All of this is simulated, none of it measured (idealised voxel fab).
Presented below is a process module, voxel wiring stack.
The cross-section on display is named cut; it measures 235 nm wide, and its cells are 5 nm squares.
Throughout this document, each cross-section is represented as a grid of square cells and is presented as a sequence of bands enumerated from the top downward, where a band comprises one or more rows of cells.
For a band, the entry starts with two heights in nm, that of the top and then that of the bottom, and carries on with the band's materials in order from left to right, each alongside its width in nm; the word "throughout" beside a single material means it fills the band edge to edge, and "blank" means empty space.
Zero point of the height axis is 0; under it, received wafer = one material. Lowest band: continues down indefinitely, "z 0 and below".
The notation "30..40" denotes a width that varies across the rows of cells in the band, beginning at the first number in the top row, finishing at the second number in the bottom row, and changing by an identical amount from each row to the next.
No cell of the cross-section changed in a step that is given as "nothing different".
Enclosed voids (no open way to top), threshold 8 cells or more, entry "Closed void table", notation width x height at distance, distance from left edge, nm.
Heads up: the bit after the settings on a step's line is the simulator's remark on that step.
"overlay nm", when on a step's line for a step with a mask, measures how far to the right of its planned place the mask lay; a negative measure means to the left.

**This section lists the process steps that were planned**
1 RECEIVE: material Si
2 CONFORMAL_DEP: material SiO2, thk nm 10
3 CONFORMAL_DEP: material SiN, thk nm 5
4 DIRECTIONAL_DEP: material lowk, thk nm 20
5 DIRECTIONAL_DEP: material aC, thk nm 10
6 PATTERN: tone open, mask id METAL_1, material resist, width nm 20, pitch nm 45, thk nm 30, overlay nm 0
7 DIRECTIONAL_ETCH: etch materials aC, depth nm 10
8 STRIP: etch materials resist
9 DIRECTIONAL_ETCH: etch materials lowk, depth nm 20
10 DIRECTIONAL_ETCH: etch materials SiN, depth nm 5
11 STRIP: etch materials aC
12 CONFORMAL_DEP: material TiN, thk nm 5
13 FILL_DEP: material Ru, thk nm 5
14 CMP: height nm 35
15 CONFORMAL_DEP: material SiCN, thk nm 5
16 DIRECTIONAL_DEP: material lowk, thk nm 35
17 MASKED_ETCH: tone open, mask id METAL_2_HOLES, width nm 15, pitch nm 45, etch materials lowk, depth nm 35, overlay nm 0
18 DIRECTIONAL_DEP: material aC, thk nm 10
19 PATTERN: tone open, mask id METAL_2, material resist, width nm 20, pitch nm 45, thk nm 25, overlay nm 0
20 DIRECTIONAL_ETCH: etch materials aC, depth nm 10
21 STRIP: etch materials resist
22 DIRECTIONAL_ETCH: etch materials lowk, depth nm 20
23 DIRECTIONAL_ETCH: etch materials SiCN, depth nm 5
24 STRIP: etch materials aC
25 CONFORMAL_DEP: material TiN, thk nm 5
26 FILL_DEP: material Ru, thk nm 5
27 CMP: height nm 75
28 CONFORMAL_DEP: material SiCN, thk nm 5

**Concerning the first of two wafers, which was run in accordance with the plan**

**So this is the incoming wafer in cross-section - it's already been through step 1**
- z 0 and below = Si throughout
- Closed void table: none

**Sectional view: wafer, after step 2**
- z 10 to 0 = SiO2 throughout
- Whatever lies below 0 is exactly as it was before.

**Sectional view: wafer, after step 3**
- z 15 to 10 = SiN throughout
- Whatever lies below 10 is exactly as it was before.

**Sectional view: wafer, after step 4**
- z 35 to 15 = lowk throughout
- Whatever lies below 15 is exactly as it was before.

**Sectional view: wafer, after step 5**
- z 45 to 35 = aC throughout
- Whatever lies below 35 is exactly as it was before.

**Sectional view: wafer, after step 6**
- z 75 to 45 = resist 85 nm  blank 20 nm  resist 25 nm  blank 20 nm  resist 85 nm
- Whatever lies below 45 is exactly as it was before.

**Sectional view: wafer, after step 7**
- z 65 to 45 = resist 85 nm  blank 20 nm  resist 25 nm  blank 20 nm  resist 85 nm
- z 45 to 35 = aC 85 nm  blank 20 nm  aC 25 nm  blank 20 nm  aC 85 nm
- Whatever lies below 35 is exactly as it was before.

**Sectional view: wafer, after step 8**
- z 45 to 35 = aC 85 nm  blank 20 nm  aC 25 nm  blank 20 nm  aC 85 nm
- Whatever lies below 35 is exactly as it was before.

**Sectional view: wafer, after step 9**
- z 45 to 35 = aC 85 nm  blank 20 nm  aC 25 nm  blank 20 nm  aC 85 nm
- z 35 to 15 = lowk 85 nm  blank 20 nm  lowk 25 nm  blank 20 nm  lowk 85 nm
- Whatever lies below 15 is exactly as it was before.

**Sectional view: wafer, after step 10**
- z 45 to 35 = aC 85 nm  blank 20 nm  aC 25 nm  blank 20 nm  aC 85 nm
- z 35 to 15 = lowk 85 nm  blank 20 nm  lowk 25 nm  blank 20 nm  lowk 85 nm
- z 15 to 10 = SiN 85 nm  blank 20 nm  SiN 25 nm  blank 20 nm  SiN 85 nm
- Whatever lies below 10 is exactly as it was before.

**Sectional view: wafer, after step 11**
- z 35 to 15 = lowk 85 nm  blank 20 nm  lowk 25 nm  blank 20 nm  lowk 85 nm
- Whatever lies below 15 is exactly as it was before.

**Sectional view: wafer, after step 12**
- z 40 to 35 = TiN 90 nm  blank 10 nm  TiN 35 nm  blank 10 nm  TiN 90 nm
- z 35 to 15 = lowk 85 nm  TiN 5 nm  blank 10 nm  TiN 5 nm  lowk 25 nm  TiN 5 nm  blank 10 nm  TiN 5 nm  lowk 85 nm
- z 15 to 10 = SiN 85 nm  TiN 20 nm  SiN 25 nm  TiN 20 nm  SiN 85 nm
- Whatever lies below 10 is exactly as it was before.

**Sectional view: wafer, after step 13**
- z 45 to 40 = Ru throughout
- z 40 to 35 = TiN 90 nm  Ru 10 nm  TiN 35 nm  Ru 10 nm  TiN 90 nm
- z 35 to 15 = lowk 85 nm  TiN 5 nm  Ru 10 nm  TiN 5 nm  lowk 25 nm  TiN 5 nm  Ru 10 nm  TiN 5 nm  lowk 85 nm
- Whatever lies below 15 is exactly as it was before.

**Sectional view: wafer, after step 14**
- z 35 to 15 = lowk 85 nm  TiN 5 nm  Ru 10 nm  TiN 5 nm  lowk 25 nm  TiN 5 nm  Ru 10 nm  TiN 5 nm  lowk 85 nm
- Whatever lies below 15 is exactly as it was before.

**Sectional view: wafer, after step 15**
- z 40 to 35 = SiCN throughout
- Whatever lies below 35 is exactly as it was before.

**Sectional view: wafer, after step 16**
- z 75 to 40 = lowk throughout
- Whatever lies below 40 is exactly as it was before.

**Sectional view: wafer, after step 17**
- z 75 to 40 = lowk 85 nm  blank 15 nm  lowk 30 nm  blank 15 nm  lowk 90 nm
- Whatever lies below 40 is exactly as it was before.

**Sectional view: wafer, after step 18**
- z 85 to 75 = aC 85 nm  blank 15 nm  aC 30 nm  blank 15 nm  aC 90 nm
- z 75 to 50 = lowk 85 nm  blank 15 nm  lowk 30 nm  blank 15 nm  lowk 90 nm
- z 50 to 40 = lowk 85 nm  aC 15 nm  lowk 30 nm  aC 15 nm  lowk 90 nm
- Whatever lies below 40 is exactly as it was before.

**Sectional view: wafer, after step 19**
- z 110 to 85 = resist 85 nm  blank 20 nm  resist 25 nm  blank 20 nm  resist 85 nm
- Whatever lies below 85 is exactly as it was before.

**Sectional view: wafer, after step 20**
- z 100 to 85 = resist 85 nm  blank 20 nm  resist 25 nm  blank 20 nm  resist 85 nm
- z 85 to 75 = aC 85 nm  blank 20 nm  aC 25 nm  blank 20 nm  aC 85 nm
- z 75 to 40 = lowk 85 nm  blank 15 nm  lowk 30 nm  blank 15 nm  lowk 90 nm
- Whatever lies below 40 is exactly as it was before.

**Sectional view: wafer, after step 21**
- z 85 to 75 = aC 85 nm  blank 20 nm  aC 25 nm  blank 20 nm  aC 85 nm
- Whatever lies below 75 is exactly as it was before.

**Sectional view: wafer, after step 22**
- z 85 to 75 = aC 85 nm  blank 20 nm  aC 25 nm  blank 20 nm  aC 85 nm
- z 75 to 55 = lowk 85 nm  blank 20 nm  lowk 25 nm  blank 20 nm  lowk 85 nm
- Whatever lies below 55 is exactly as it was before.

**Sectional view: wafer, after step 23**
- z 85 to 75 = aC 85 nm  blank 20 nm  aC 25 nm  blank 20 nm  aC 85 nm
- z 75 to 55 = lowk 85 nm  blank 20 nm  lowk 25 nm  blank 20 nm  lowk 85 nm
- z 55 to 40 = lowk 85 nm  blank 15 nm  lowk 30 nm  blank 15 nm  lowk 90 nm
- z 40 to 35 = SiCN 85 nm  blank 15 nm  SiCN 30 nm  blank 15 nm  SiCN 90 nm
- Whatever lies below 35 is exactly as it was before.

**Sectional view: wafer, after step 24**
- z 75 to 55 = lowk 85 nm  blank 20 nm  lowk 25 nm  blank 20 nm  lowk 85 nm
- Whatever lies below 55 is exactly as it was before.

**Sectional view: wafer, after step 25**
- z 80 to 75 = TiN 90 nm  blank 10 nm  TiN 35 nm  blank 10 nm  TiN 90 nm
- z 75 to 60 = lowk 85 nm  TiN 5 nm  blank 10 nm  TiN 5 nm  lowk 25 nm  TiN 5 nm  blank 10 nm  TiN 5 nm  lowk 85 nm
- z 60 to 55 = lowk 85 nm  TiN 5 nm  blank 5 nm  TiN 10 nm  lowk 25 nm  TiN 5 nm  blank 5 nm  TiN 10 nm  lowk 85 nm
- z 55 to 40 = lowk 85 nm  TiN 5 nm  blank 5 nm  TiN 5 nm  lowk 30 nm  TiN 5 nm  blank 5 nm  TiN 5 nm  lowk 90 nm
- z 40 to 35 = SiCN 85 nm  TiN 15 nm  SiCN 30 nm  TiN 15 nm  SiCN 90 nm
- Whatever lies below 35 is exactly as it was before.

**Sectional view: wafer, after step 26**
- z 85 to 80 = Ru throughout
- z 80 to 75 = TiN 90 nm  Ru 10 nm  TiN 35 nm  Ru 10 nm  TiN 90 nm
- z 75 to 60 = lowk 85 nm  TiN 5 nm  Ru 10 nm  TiN 5 nm  lowk 25 nm  TiN 5 nm  Ru 10 nm  TiN 5 nm  lowk 85 nm
- z 60 to 55 = lowk 85 nm  TiN 5 nm  Ru 5 nm  TiN 10 nm  lowk 25 nm  TiN 5 nm  Ru 5 nm  TiN 10 nm  lowk 85 nm
- z 55 to 40 = lowk 85 nm  TiN 5 nm  Ru 5 nm  TiN 5 nm  lowk 30 nm  TiN 5 nm  Ru 5 nm  TiN 5 nm  lowk 90 nm
- Whatever lies below 40 is exactly as it was before.

**Sectional view: wafer, after step 27**
- z 75 to 60 = lowk 85 nm  TiN 5 nm  Ru 10 nm  TiN 5 nm  lowk 25 nm  TiN 5 nm  Ru 10 nm  TiN 5 nm  lowk 85 nm
- Whatever lies below 60 is exactly as it was before.

**Sectional view: wafer, after step 28**
- z 80 to 75 = SiCN throughout
- Whatever lies below 75 is exactly as it was before.

**For the second wafer, take the first wafer's start and plan, then add one mistake made in running it; everything through step 18, that step included, is shared with the first**

**Second wafer, section view, time point: scheduled end of step 19**
- z 110 to 85 = blank 85 nm  resist 20 nm  blank 25 nm  resist 20 nm  blank 85 nm
- z 85 to 75 = aC 85 nm  resist 15 nm  aC 30 nm  resist 15 nm  aC 90 nm
- z 75 to 50 = lowk 85 nm  resist 15 nm  lowk 30 nm  resist 15 nm  lowk 90 nm
- Whatever lies below 50 is exactly as it was before.

**Second wafer, section view, time point: scheduled end of step 20**
- z 100 to 85 = blank 85 nm  resist 20 nm  blank 25 nm  resist 20 nm  blank 85 nm
- z 85 to 75 = blank 85 nm  resist 15 nm  aC 5 nm  blank 25 nm  resist 15 nm  aC 5 nm  blank 85 nm
- Whatever lies below 75 is exactly as it was before.

**Second wafer, section view, time point: scheduled end of step 21**
- z 85 to 75 = blank 100 nm  aC 5 nm  blank 40 nm  aC 5 nm  blank 85 nm
- z 75 to 50 = lowk 85 nm  blank 15 nm  lowk 30 nm  blank 15 nm  lowk 90 nm
- Whatever lies below 50 is exactly as it was before.

**Second wafer, section view, time point: scheduled end of step 22**
- z 85 to 75 = blank 100 nm  aC 5 nm  blank 40 nm  aC 5 nm  blank 85 nm
- z 75 to 55 = blank 100 nm  lowk 5 nm  blank 40 nm  lowk 5 nm  blank 85 nm
- Whatever lies below 55 is exactly as it was before.

Second wafer, section view, time point: scheduled end of step 23: nothing different

**Second wafer, section view, time point: scheduled end of step 24**
- z 75 to 55 = blank 100 nm  lowk 5 nm  blank 40 nm  lowk 5 nm  blank 85 nm
- z 55 to 40 = lowk 85 nm  blank 15 nm  lowk 30 nm  blank 15 nm  lowk 90 nm
- Whatever lies below 40 is exactly as it was before.

**Second wafer, section view, time point: scheduled end of step 25**
- z 80 to 75 = blank 95 nm  TiN 15 nm  blank 30 nm  TiN 15 nm  blank 80 nm
- z 75 to 60 = blank 95 nm  TiN 5 nm  lowk 5 nm  TiN 5 nm  blank 30 nm  TiN 5 nm  lowk 5 nm  TiN 5 nm  blank 80 nm
- z 60 to 55 = TiN 90 nm  blank 5 nm  TiN 5 nm  lowk 5 nm  TiN 30 nm  blank 5 nm  TiN 5 nm  lowk 5 nm  TiN 85 nm
- z 55 to 45 = lowk 85 nm  TiN 5 nm  blank 5 nm  TiN 5 nm  lowk 30 nm  TiN 5 nm  blank 5 nm  TiN 5 nm  lowk 90 nm
- z 45 to 40 = lowk 85 nm  TiN 15 nm  lowk 30 nm  TiN 15 nm  lowk 90 nm
- Whatever lies below 40 is exactly as it was before.

**Second wafer, section view, time point: scheduled end of step 26**
- z 85 to 80 = Ru throughout
- z 80 to 75 = Ru 95 nm  TiN 15 nm  Ru 30 nm  TiN 15 nm  Ru 80 nm
- z 75 to 60 = Ru 95 nm  TiN 5 nm  lowk 5 nm  TiN 5 nm  Ru 30 nm  TiN 5 nm  lowk 5 nm  TiN 5 nm  Ru 80 nm
- z 60 to 55 = TiN 90 nm  Ru 5 nm  TiN 5 nm  lowk 5 nm  TiN 30 nm  Ru 5 nm  TiN 5 nm  lowk 5 nm  TiN 85 nm
- z 55 to 45 = lowk 85 nm  TiN 5 nm  Ru 5 nm  TiN 5 nm  lowk 30 nm  TiN 5 nm  Ru 5 nm  TiN 5 nm  lowk 90 nm
- Whatever lies below 45 is exactly as it was before.

**Second wafer, section view, time point: scheduled end of step 27**
- z 75 to 60 = Ru 95 nm  TiN 5 nm  lowk 5 nm  TiN 5 nm  Ru 30 nm  TiN 5 nm  lowk 5 nm  TiN 5 nm  Ru 80 nm
- Whatever lies below 60 is exactly as it was before.

**Second wafer, section view, time point: scheduled end of step 28**
- z 80 to 75 = SiCN throughout
- Whatever lies below 75 is exactly as it was before.
Finding, execution versus plan: for step 19, the planned setting was not used; the step was instead run as PATTERN: tone cover, mask id METAL_2, material resist, width nm 20, pitch nm 45, thk nm 25, overlay nm 0
End check, counted in cells, second wafer has more or fewer of these materials than the first: Ru: 109 more; SiCN: 6 more; TiN: 33 more; lowk: 148 fewer
